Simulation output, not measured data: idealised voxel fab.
Presented below is a process module, voxel trench capacitor.
Cross-sectional view cut (width: 230 nm; square cell size: 5 nm).
Cross-section, as written here: a square-cell grid given band by band from the top down, where a band holds one or more rows of cells.
Quick guide to a band line: top height, bottom height (nm) up front; then every material left to right with its width in nm. Only one material and it's marked "edge to edge"? Then it fills the band edge to edge. And "air" just means empty space.
Counting heights begins at 0, where everything beneath is, in the wafer as received, one material. The lowest band has no bottom; it goes on downwards, as "0..down" shows.
Note: "30..40" means the width goes from the first number (top row of the band) to the second number (bottom row) in equal steps per row of cells.
Any step labelled "nothing different" changed none of the cells in the cross-section.
If an empty space has no open way to the top and is at least 8 cells in size, "Closed void list" lists it, written width x height at distance, where distance is measured from the left edge and every value is in nm.
Post-settings text on a step line: simulator's own remark regarding the step.
overlay nm, on a step with a mask: how far to the right of its planned place the mask lay; to the left if negative

## The planned process steps are enumerated hereunder
- 1: op RECEIVE | material Si
- 2: op CONFORMAL_DEP | material SiN | thk nm 5
- 3: op MASKED_ETCH | tone open | mask id TRENCH | width nm 15 | pitch nm 30 | etch materials SiN | depth nm 5 | overlay nm 0
- 4: op MASKED_ETCH | tone open | mask id TRENCH | width nm 15 | pitch nm 30 | etch materials Si | depth nm 35 | overlay nm 0
- 5: op CONFORMAL_DEP | material Al2O3 | thk nm 5
- 6: op FILL_DEP | material polySi | thk nm 5
- 7: op CMP | height nm -5
Across this set of wafers, the varied parameter is the height nm of step 7. Starting conditions are identical for every wafer, and the plan reports the value assigned to the first wafer.

## The as-received cross-section of the first of several wafers corresponds to the state after step 1
  0..down | Si edge to edge
  Closed void list: none

## Basically each wafer gets a line in the table, showing it at the end of the module: material by material, the cells it gained (+) or lost (-) since we got it, then its closed voids
height nm -5 | +52 Al2O3 | -118 Si | +20 polySi | Closed void list: none
height nm 0 | +60 Al2O3 | -84 Si | +24 polySi | Closed void list: none
height nm 5 | +68 Al2O3 | -84 Si | +34 SiN | +28 polySi | Closed void list: none
height nm 10 | +110 Al2O3 | -84 Si | +34 SiN | +32 polySi | Closed void list: none
height nm 15 | +110 Al2O3 | -84 Si | +34 SiN | +78 polySi | Closed void list: none
